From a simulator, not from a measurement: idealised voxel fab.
process module | voxel double patterning
cross-section cut | 255 nm wide | cells 5 nm
A cross-section is a grid of square cells, given in bands from the top down. A band is one or more rows of cells.
Each band's line starts with the height of the band's top and of its bottom, in nm. Then come its materials from left to right, each with its width in nm. One material with "throughout" fills the band from edge to edge. "air" is empty space.
Height 0 is the level under which the wafer as received is all one material. The lowest band goes on downwards, as in "0 down".
A width such as "30 to 40" changes by the same amount from each row of cells to the next, from the band's top row to its bottom row.
"no change" after a step means that no cell of the cross-section changed.
closed voids: empty space of 8 cells or more with no open way to the top, each as width x height at its distance from the left edge, in nm
after a step's settings: what the simulator itself notes on the step
overlay nm, on a step with a mask: how far to the right of its planned place the mask lay; to the left if negative
plan
1 op RECEIVE | material Si
2 op CONFORMAL_DEP | material SiO2 | thk nm 10
3 op DIRECTIONAL_DEP | material polySi | thk nm 15
4 op DIRECTIONAL_DEP | material SiCN | thk nm 5
5 op DIRECTIONAL_DEP | material aC | thk nm 15
6 op PATTERN | tone open | mask id FIRST | material resist | width nm 15 | pitch nm 50 | thk nm 30 | overlay nm 0
7 op DIRECTIONAL_ETCH | etch materials aC | depth nm 15
8 op STRIP | etch materials resist
9 op DIRECTIONAL_ETCH | etch materials SiCN | depth nm 5
10 op STRIP | etch materials aC
11 op MASKED_ETCH | tone open | mask id SECOND | width nm 15 | pitch nm 50 | etch materials SiCN | depth nm 5 | overlay nm 0
12 op DIRECTIONAL_ETCH | etch materials polySi | depth nm 15
13 op STRIP | etch materials SiCN
as received, after step 1
  0 down: Si throughout
  closed voids: none
a wafer at the end: this start, this plan, one mistake
  15 to 0: polySi 70 | air 15 | polySi 10 | air 15 | polySi 10 | air 15 | polySi 10 | air 15 | polySi 10 | air 15 | polySi 70
  0 down: Si throughout
  closed voids: none
what went wrong: step 2 was left out
